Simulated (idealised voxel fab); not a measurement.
A process module follows: voxel wiring stack.
Cross-section cut: width 165 nm, square cells of 5 nm.
This document writes a cross-section as a grid whose cells are square, and gives it as bands, listed from the top down; one or more rows of cells form a band. Band: top height; bottom height; in nm. Then, left to right: material with width in nm, for each material. "all across": a single material spanning edge to edge. "empty": empty space. All heights in this document are referenced to 0, defined as the level beneath which the wafer, as received, consists entirely of one material. The lowest band is not bounded below; it extends indefinitely downward and is written in the form "z 0 and below". Quick explanation for "30..40": the width changes in equal steps down the rows of cells, from the first number in the band's top row to the second number in its bottom row. No cell of the cross-section changed in a step that is given as "nothing changed". Any empty space of 8 cells or more lacking an open way to the top shows up in "Enclosed void entries" as width x height at distance, distance from the left edge, in nm. Heads up: the bit after the settings on a step's line is the simulator's remark on that step. overlay nm, on a step with a mask: how far to the right of its planned place the mask lay; to the left if negative.

# The following list gives the planned process steps
1. RECEIVE: material Si
2. CONFORMAL_DEP: material SiO2, thk nm 15
3. DIRECTIONAL_DEP: material TiN, thk nm 5
4. DIRECTIONAL_DEP: material Ru, thk nm 15
5. MASKED_ETCH: tone cover, mask id METAL_1, width nm 25, pitch nm 50, etch materials Ru, depth nm 15, overlay nm 0
6. MASKED_ETCH: tone cover, mask id METAL_1, width nm 25, pitch nm 50, etch materials TiN, depth nm 5, overlay nm 0
7. CONFORMAL_DEP: material SiCN, thk nm 5
8. FILL_DEP: material SiO2, thk nm 10
9. CMP: height nm 35
10. CONFORMAL_DEP: material SiCN, thk nm 5
11. DIRECTIONAL_DEP: material SiO2, thk nm 30
12. MASKED_ETCH: tone open, mask id METAL_2, width nm 25, pitch nm 50, etch materials SiO2, depth nm 15, overlay nm 0
13. MASKED_ETCH: tone open, mask id METAL_2_HOLES, width nm 15, etch materials SiO2, depth nm 15, overlay nm 0
14. MASKED_ETCH: tone open, mask id METAL_2_HOLES, width nm 15, etch materials SiCN, depth nm 5, overlay nm 0
15. CONFORMAL_DEP: material TiN, thk nm 5
16. FILL_DEP: material Cu, thk nm 5
17. CMP: height nm 70
18. CONFORMAL_DEP: material SiCN, thk nm 5

# Delivered wafer in cross-section: state after step 1
> z 0 and below  Si all across
> Enclosed void entries: none

# End-of-module XS, first of two wafers, run as planned
> z 75 to 70  SiCN all across
> z 70 to 60  SiO2 (45)  TiN (5)  Cu (15)  TiN (5)  SiO2 (25)  TiN (5)  Cu (15)  TiN (5)  SiO2 (45)
> z 60 to 55  SiO2 (45)  TiN (5)  Cu (5)  TiN (15)  SiO2 (25)  TiN (25)  SiO2 (45)
> z 55 to 40  SiO2 (45)  TiN (5)  Cu (5)  TiN (5)  SiO2 (105)
> z 40 to 35  SiCN (45)  TiN (15)  SiCN (105)
> z 35 to 20  SiO2 (40)  SiCN (5)  Ru (25)  SiCN (5)  SiO2 (15)  SiCN (5)  Ru (25)  SiCN (5)  SiO2 (40)
> z 20 to 15  SiCN (45)  TiN (25)  SiCN (25)  TiN (25)  SiCN (45)
> z 15 to 0  SiO2 all across
> z 0 and below  Si all across
> Enclosed void entries: none

# Here is the second of the two wafers cut open at the end of the module - same start, same plan as the first one, but we made one mistake running it
> z 75 to 70  SiCN all across
> z 70 to 60  SiO2 (45)  TiN (5)  Cu (15)  TiN (5)  SiO2 (25)  TiN (5)  Cu (15)  TiN (5)  SiO2 (45)
> z 60 to 55  SiO2 (45)  TiN (5)  Cu (5)  TiN (15)  SiO2 (25)  TiN (25)  SiO2 (45)
> z 55 to 40  SiO2 (45)  TiN (5)  Cu (5)  TiN (5)  SiO2 (105)
> z 40 to 35  SiCN (45)  TiN (15)  SiCN (105)
> z 35 to 25  SiO2 all across
> z 25 to 20  SiO2 (40)  SiCN (35)  SiO2 (15)  SiCN (35)  SiO2 (40)
> z 20 to 5  SiO2 (40)  SiCN (5)  Ru (25)  SiCN (5)  SiO2 (15)  SiCN (5)  Ru (25)  SiCN (5)  SiO2 (40)
> z 5 to 0  SiCN (45)  TiN (25)  SiCN (25)  TiN (25)  SiCN (45)
> z 0 and below  Si all across
> Enclosed void entries: none
Finding, execution versus plan: step 2 of the plan never got run, it was skipped over
Count the cells at the end and the second wafer has more or fewer of some materials than the first: +14 SiCN | -14 SiO2
